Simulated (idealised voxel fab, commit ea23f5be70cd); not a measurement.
The following process module bears the name voxel transistor to metal.
Square cells of 5 nm make up the cross-section cut, whose width is 195 nm.
Reading order for cross-sections: top band down to bottom band. Underlying form: a grid of square cells. Band size: one or more rows of cells. In this notation a band is specified by the heights of its top and bottom, in that order and in nm, after which its materials appear from left to right, each paired with its width in nm. The word "full width" attached to a single material means that material fills the band from edge to edge; the word "air" stands for empty space. Ref level 0: as-received wafer is one material below here. Bottom band extends down with no lower bound ("0 -> down"). When a width is written as two numbers, as in "30..40", the first number is the width in the top row of cells of the band and the second is the width in its bottom row, and the width changes by the same amount from each row to the next. A step reported as "all unchanged" is a step in which no cell of the cross-section changed. For the entry "Enclosed cavities", the listed items are empty spaces with no open way to the top whose size is 8 cells or more; each item follows the pattern width x height at distance, where distance is from the left edge and all three are in nm. If you see something after the settings on a step's line, that's the simulator's own remark about that step. overlay nm: right-of-plan distance of the mask on a masked step; negative values mean left-of-plan.

Below is the list of planned process steps:
1) RECEIVE [material Si]
2) OXIDIZE [depth nm 5]
3) CONFORMAL_DEP [material SiN] [thk nm 10]
4) DIRECTIONAL_DEP [material aC] [thk nm 10]
5) PATTERN [tone cover] [mask id ACTIVE] [material resist] [width nm 105] [thk nm 25] [overlay nm 0]
6) DIRECTIONAL_ETCH [etch materials aC] [depth nm 10]
7) STRIP [etch materials resist]
8) DIRECTIONAL_ETCH [etch materials SiN] [depth nm 10]
9) DIRECTIONAL_ETCH [etch materials SiO2] [depth nm 5]
10) DIRECTIONAL_ETCH [etch materials Si] [depth nm 35]
11) STRIP [etch materials aC]
12) OXIDIZE [depth nm 5]
13) FILL_DEP [material SiO2] [thk nm 15]
14) CMP [height nm 10]
15) SELECTIVE_ETCH [etch materials SiO2] [depth nm 10]
16) STRIP [etch materials SiN]
17) SELECTIVE_ETCH [etch materials SiO2] [depth nm 5]
18) OXIDIZE [depth nm 5]
19) DIRECTIONAL_DEP [material polySi] [thk nm 30]
20) DIRECTIONAL_DEP [material SiCN] [thk nm 10]
21) DIRECTIONAL_DEP [material aC] [thk nm 15]
22) PATTERN [tone cover] [mask id GATE] [material resist] [width nm 35] [thk nm 35] [overlay nm 0]
23) DIRECTIONAL_ETCH [etch materials aC] [depth nm 15]
24) STRIP [etch materials resist]
25) DIRECTIONAL_ETCH [etch materials SiCN] [depth nm 20]
26) DIRECTIONAL_ETCH [etch materials polySi] [depth nm 40]
27) STRIP [etch materials aC]
28) CONFORMAL_DEP [material SiO2] [thk nm 5]
29) DIRECTIONAL_ETCH [etch materials SiO2] [depth nm 5]
30) CONFORMAL_DEP [material SiN] [thk nm 5]
31) DIRECTIONAL_ETCH [etch materials SiN] [depth nm 5]
32) DIRECTIONAL_ETCH [etch materials SiO2] [depth nm 5]
33) DIRECTIONAL_ETCH [etch materials Si] [depth nm 5]
34) EPI [material nSi] [thk nm 10]
35) FILL_DEP [material SiO2] [thk nm 10]
36) CMP [height nm 25]
37) STRIP [etch materials polySi]
38) SELECTIVE_ETCH [etch materials SiO2] [depth nm 5]
39) CONFORMAL_DEP [material HfO2] [thk nm 5]
40) CONFORMAL_DEP [material TiN] [thk nm 5]
41) FILL_DEP [material W] [thk nm 5]
42) CMP [height nm 20]
43) DIRECTIONAL_DEP [material SiO2] [thk nm 10]
44) PATTERN [tone open] [mask id CONTACT] [material resist] [width nm 15] [pitch nm 80] [thk nm 15] [overlay nm 0]
45) DIRECTIONAL_ETCH [etch materials SiO2] [depth nm 35]
46) STRIP [etch materials resist]
47) CONFORMAL_DEP [material TiN] [thk nm 5]
48) FILL_DEP [material W] [thk nm 10]
49) CMP [height nm 30]
50) DIRECTIONAL_DEP [material TiN] [thk nm 5]
51) DIRECTIONAL_DEP [material Ru] [thk nm 20]
52) PATTERN [tone cover] [mask id METAL_1] [material resist] [width nm 15] [pitch nm 80] [thk nm 15] [overlay nm 0]
53) DIRECTIONAL_ETCH [etch materials Ru] [depth nm 20]
54) DIRECTIONAL_ETCH [etch materials TiN] [depth nm 5]
55) STRIP [etch materials resist]
56) FILL_DEP [material lowk] [thk nm 5]
57) CMP [height nm 55]
58) CONFORMAL_DEP [material SiCN] [thk nm 5]
59) DIRECTIONAL_DEP [material SiO2] [thk nm 35]
60) PATTERN [tone open] [mask id METAL_2] [material resist] [width nm 15] [pitch nm 80] [thk nm 15] [overlay nm 0]
61) DIRECTIONAL_ETCH [etch materials SiO2] [depth nm 20]
62) STRIP [etch materials resist]
63) PATTERN [tone open] [mask id METAL_2_HOLES] [material resist] [width nm 15] [pitch nm 80] [thk nm 15] [overlay nm 0]
64) DIRECTIONAL_ETCH [etch materials SiO2] [depth nm 15]
65) DIRECTIONAL_ETCH [etch materials SiCN] [depth nm 5]
66) STRIP [etch materials resist]
67) CONFORMAL_DEP [material TiN] [thk nm 5]
68) FILL_DEP [material Cu] [thk nm 10]
69) CMP [height nm 95]
70) CONFORMAL_DEP [material SiCN] [thk nm 5]

As-received wafer cross-section (after step 1):
> 0 -> down | Si full width
> Enclosed cavities: none

As-planned run: cross-section of the first of two wafers at end of module:
> 100 -> 95 | SiCN full width
> 95 -> 60 | SiO2=50  TiN=5  Cu=5  TiN=5  SiO2=65  TiN=5  Cu=5  TiN=5  SiO2=50
> 60 -> 55 | SiCN=50  TiN=15  SiCN=65  TiN=15  SiCN=50
> 55 -> 35 | lowk=50  Ru=15  lowk=65  Ru=15  lowk=50
> 35 -> 30 | lowk=50  TiN=15  lowk=65  TiN=15  lowk=50
> 30 -> 20 | SiO2=50  TiN=5  W=5  TiN=5  SiO2=65  TiN=5  W=5  TiN=5  SiO2=50
> 20 -> 5 | SiO2=50  TiN=5  W=5  TiN=5  SiO2=5  SiN=5  HfO2=5  TiN=5  W=25  TiN=5  HfO2=5  SiN=5  SiO2=5  TiN=5  W=5  TiN=5  SiO2=50
> 5 -> 0 | SiO2=50  TiN=15  SiO2=5  SiN=5  HfO2=5  TiN=5  W=25  TiN=5  HfO2=5  SiN=5  SiO2=5  TiN=15  SiO2=50
> 0 -> -5 | SiO2=50  TiN=10  nSi=10  SiN=5  HfO2=5  TiN=35  HfO2=5  SiN=5  nSi=10  TiN=10  SiO2=50
> -5 -> -10 | SiO2=45  nSi=25  SiO2=5  HfO2=45  SiO2=5  nSi=25  SiO2=45
> -10 -> -15 | SiO2=50  nSi=20  Si=55  nSi=20  SiO2=50
> -15 -> -45 | SiO2=50  Si=95  SiO2=50
> -45 -> down | Si full width
> Enclosed cavities: none

End-of-module cross-section of the second wafer: identical starting point and process plan to the first, with one processing mistake:
> 100 -> 95 | SiCN full width
> 95 -> 60 | SiO2=50  TiN=5  Cu=5  TiN=5  SiO2=65  TiN=5  Cu=5  TiN=5  SiO2=50
> 60 -> 55 | SiCN=50  TiN=15  SiCN=65  TiN=15  SiCN=50
> 55 -> 35 | lowk=50  Ru=15  lowk=65  Ru=15  lowk=50
> 35 -> 30 | lowk=50  TiN=15  lowk=65  TiN=15  lowk=50
> 30 -> 20 | SiO2=50  TiN=5  W=5  TiN=5  SiO2=65  TiN=5  W=5  TiN=5  SiO2=50
> 20 -> 5 | SiO2=50  TiN=5  W=5  TiN=5  SiO2=5  SiN=5  TiN=5  HfO2=5  W=25  HfO2=5  TiN=5  SiN=5  SiO2=5  TiN=5  W=5  TiN=5  SiO2=50
> 5 -> 0 | SiO2=50  TiN=15  SiO2=5  SiN=5  TiN=5  HfO2=5  W=25  HfO2=5  TiN=5  SiN=5  SiO2=5  TiN=15  SiO2=50
> 0 -> -5 | SiO2=50  TiN=10  nSi=10  SiN=5  TiN=5  HfO2=35  TiN=5  SiN=5  nSi=10  TiN=10  SiO2=50
> -5 -> -10 | SiO2=45  nSi=25  SiO2=5  TiN=45  SiO2=5  nSi=25  SiO2=45
> -10 -> -15 | SiO2=50  nSi=20  Si=55  nSi=20  SiO2=50
> -15 -> -45 | SiO2=50  Si=95  SiO2=50
> -45 -> down | Si full width
> Enclosed cavities: none
Short version of what went wrong: plan vs actual: 39 and 40 interchanged
at the end the second wafer has, in cells: -4 HfO2; +4 TiN
